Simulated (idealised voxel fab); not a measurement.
The process module presented herein is designated voxel trench capacitor.
Pictured: cross-section cut, 195 nm wide, on a grid of 5 nm square cells.
How to read a cross-section here: the picture is a grid of square cells, written as bands going from the top down, and any band can span one or more rows of cells.
This entry defines a band. It first specifies the height of the band's top and the height of its bottom in nm, and then specifies the band's materials from left to right, stating each material with its width in nm. The word "all across" identifies a single material that fills the band from edge to edge, while the word "empty" identifies empty space.
Convention: height 0 is the level below which the wafer, as received, is all one material. The lowest band does not terminate at the bottom but continues downward, represented as "0 -> down".
Top row gets the first number, bottom row gets the second, and each row in between changes by the same step: that is how a band width like "30 to 40" works.
Where the words "everything unchanged" appear for a step, the cross-section shows no cell changed by that step; every cell remained as before.
Entry "Non-vented voids". Content: empty spaces with no open connection to the top, size 8 cells or greater. Each: width x height at distance. Distance: from left edge. Unit: nm.
Where a step's line continues beyond its settings, the continuation is a remark by the simulator itself on that step.
Among the settings permitted on a step's line is "overlay nm"; applied to a step with a mask, it specifies the extent to which the mask lay to the right of its planned position, whereas a negative figure signifies a position to the left.

INTENDED PROCESS STEPS
| 1 | RECEIVE | material Si |
| 2 | CONFORMAL_DEP | material SiN | thk nm 10 |
| 3 | PATTERN | tone open | mask id TRENCH | material resist | width nm 25 | pitch nm 45 | thk nm 15 | overlay nm 0 |
| 4 | DIRECTIONAL_ETCH | etch materials SiN | depth nm 10 |
| 5 | DIRECTIONAL_ETCH | etch materials Si | depth nm 30 |
| 6 | STRIP | etch materials resist |
| 7 | CONFORMAL_DEP | material Al2O3 | thk nm 5 |
| 8 | CONFORMAL_DEP | material TiN | thk nm 5 |
| 9 | FILL_DEP | material W | thk nm 5 |
| 10 | CMP | height nm 10 |

CROSS-SECTION OF THE WAFER AS IT CAME TO US, I.E., ALREADY THROUGH STEP 1
    0 -> down: Si all across
    Non-vented voids: none

FIRST OF TWO WAFERS: CROSS-SECTION AT END OF MODULE, RUN PER PLAN
    10 -> 0: 40 nm SiN; 5 nm Al2O3; 5 nm TiN; 5 nm W; 5 nm TiN; 5 nm Al2O3; 20 nm SiN; 5 nm Al2O3; 5 nm TiN; 5 nm W; 5 nm TiN; 5 nm Al2O3; 20 nm SiN; 5 nm Al2O3; 5 nm TiN; 5 nm W; 5 nm TiN; 5 nm Al2O3; 40 nm SiN
    0 -> -20: 40 nm Si; 5 nm Al2O3; 5 nm TiN; 5 nm W; 5 nm TiN; 5 nm Al2O3; 20 nm Si; 5 nm Al2O3; 5 nm TiN; 5 nm W; 5 nm TiN; 5 nm Al2O3; 20 nm Si; 5 nm Al2O3; 5 nm TiN; 5 nm W; 5 nm TiN; 5 nm Al2O3; 40 nm Si
    -20 -> -25: 40 nm Si; 5 nm Al2O3; 15 nm TiN; 5 nm Al2O3; 20 nm Si; 5 nm Al2O3; 15 nm TiN; 5 nm Al2O3; 20 nm Si; 5 nm Al2O3; 15 nm TiN; 5 nm Al2O3; 40 nm Si
    -25 -> -30: 40 nm Si; 25 nm Al2O3; 20 nm Si; 25 nm Al2O3; 20 nm Si; 25 nm Al2O3; 40 nm Si
    -30 -> down: Si all across
    Non-vented voids: none

CROSS-SECTIONAL IMAGE OF THE SECOND WAFER OF THE TWO FOLLOWING COMPLETION OF THE MODULE. STARTING STATE AND PROCESS PLAN WERE THE SAME AS FOR THE FIRST WAFER; ONE EXECUTION ERROR OCCURRED
    10 -> 0: 40 nm SiN; 5 nm Al2O3; 5 nm TiN; 10 nm W; 5 nm TiN; 5 nm Al2O3; 15 nm SiN; 5 nm Al2O3; 5 nm TiN; 10 nm W; 5 nm TiN; 5 nm Al2O3; 15 nm SiN; 5 nm Al2O3; 5 nm TiN; 10 nm W; 5 nm TiN; 5 nm Al2O3; 35 nm SiN
    0 -> -20: 40 nm Si; 5 nm Al2O3; 5 nm TiN; 10 nm W; 5 nm TiN; 5 nm Al2O3; 15 nm Si; 5 nm Al2O3; 5 nm TiN; 10 nm W; 5 nm TiN; 5 nm Al2O3; 15 nm Si; 5 nm Al2O3; 5 nm TiN; 10 nm W; 5 nm TiN; 5 nm Al2O3; 35 nm Si
    -20 -> -25: 40 nm Si; 5 nm Al2O3; 20 nm TiN; 5 nm Al2O3; 15 nm Si; 5 nm Al2O3; 20 nm TiN; 5 nm Al2O3; 15 nm Si; 5 nm Al2O3; 20 nm TiN; 5 nm Al2O3; 35 nm Si
    -25 -> -30: 40 nm Si; 30 nm Al2O3; 15 nm Si; 30 nm Al2O3; 15 nm Si; 30 nm Al2O3; 35 nm Si
    -30 -> down: Si all across
    Non-vented voids: none
Short version of what went wrong: off-plan run, step 3, actual operation and settings PATTERN | tone open | mask id TRENCH | material resist | width nm 30 | pitch nm 45 | thk nm 15 | overlay nm 0
at the end the second wafer has, in cells: 3 more of Al2O3 | 18 fewer of Si | 6 fewer of SiN | 3 more of TiN | 18 more of W
